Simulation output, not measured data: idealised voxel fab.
The name of this process module is voxel ribs on slabs.
215 nm wide, 5 nm square cells: that's cross-section cut.
Cross-section format: a grid of square cells, given as bands from top to bottom; each band is one or more rows of cells.
Band entry format. Leading values: height of top, height of bottom, nm. Remainder: materials in left-to-right order, each with its width in nm. Special words: "throughout" on a single material, which then fills the band edge to edge; "blank", empty space.
Height reference: 0 = level under which incoming wafer is all one material. Lowest band: no bottom, runs on downward, e.g. "top 0, no bottom".
The notation "30..40" denotes a width that varies across the rows of cells in the band, beginning at the first number in the top row, finishing at the second number in the bottom row, and changing by an identical amount from each row to the next.
Given "same as before" for a step, no cell of the cross-section differs between before and after that step.
In the "Closed void list" entry, you get each enclosed empty space of 8 cells or more, one with no open way to the top, written width x height at distance, distance from the left edge, in nm.
The remark found on a step's line after its settings is issued by the simulator itself and pertains to that step.
The optional step-line setting "overlay nm" applies to steps with a mask and quantifies how far to the right of its planned location the mask lay, a negative value indicating leftward placement.
THE PLANNED PROCESS STEPS ARE ENUMERATED HEREUNDER
- 1: RECEIVE with material Si
- 2: DIRECTIONAL_DEP with material SiO2, thk nm 20
- 3: DIRECTIONAL_DEP with material SiN, thk nm 25
- 4: MASKED_ETCH with tone cover, mask id RIB, width nm 30, etch materials SiN, depth nm 10, overlay nm 0
- 5: DIRECTIONAL_DEP with material aC, thk nm 15
- 6: PATTERN with tone cover, mask id SLAB, material resist, width nm 60, thk nm 30, overlay nm 0
- 7: DIRECTIONAL_ETCH with etch materials aC, depth nm 15
- 8: STRIP with etch materials resist
- 9: DIRECTIONAL_ETCH with etch materials SiN, depth nm 15
- 10: STRIP with etch materials aC
- 11: FILL_DEP with material SiO2, thk nm 20
- 12: CMP with height nm 55
- 13: DIRECTIONAL_DEP with material TiN, thk nm 5
- 14: PATTERN with tone cover, mask id HEATER, material resist, width nm 40, thk nm 15, overlay nm 0
- 15: DIRECTIONAL_ETCH with etch materials TiN, depth nm 5
- 16: STRIP with etch materials resist
- 17: CONFORMAL_DEP with material SiO2, thk nm 10
CROSS-SECTIONAL VIEW OF THE WAFER IN ITS AS-RECEIVED CONDITION, CORRESPONDING TO THE STATE AFTER STEP 1
- top 0, no bottom | Si throughout
- Closed void list: none
CROSS-SECTIONAL IMAGE OF THE FIRST OF TWO WAFERS AT THE END OF THE MODULE, THE RUN HAVING PROCEEDED AS PLANNED
- top 70, bottom 65 | 75 of blank / 60 of SiO2 / 80 of blank
- top 65, bottom 60 | SiO2 throughout
- top 60, bottom 55 | 85 of SiO2 / 40 of TiN / 90 of SiO2
- top 55, bottom 45 | SiO2 throughout
- top 45, bottom 35 | 90 of SiO2 / 30 of SiN / 95 of SiO2
- top 35, bottom 20 | 75 of SiO2 / 60 of SiN / 80 of SiO2
- top 20, bottom 0 | SiO2 throughout
- top 0, no bottom | Si throughout
- Closed void list: none
WAFER TWO (OF TWO), END-OF-MODULE CROSS-SECTION: START = WAFER ONE, PLAN = WAFER ONE, ONE RUN MISTAKE
- top 70, bottom 65 | 75 of blank / 60 of SiO2 / 80 of blank
- top 65, bottom 60 | SiO2 throughout
- top 60, bottom 55 | 85 of SiO2 / 40 of TiN / 90 of SiO2
- top 55, bottom 45 | aC throughout
- top 45, bottom 35 | 90 of aC / 30 of SiN / 95 of aC
- top 35, bottom 20 | 75 of aC / 60 of SiN / 80 of aC
- top 20, bottom 0 | SiO2 throughout
- top 0, no bottom | Si throughout
- Closed void list: none
The mistake made against the process plan was this: step 11 was processed under conditions differing from the plan, specifically as FILL_DEP with material aC, thk nm 20
Final cells, second wafer relative to first, materials higher or lower: 253 fewer of SiO2 | 253 more of aC
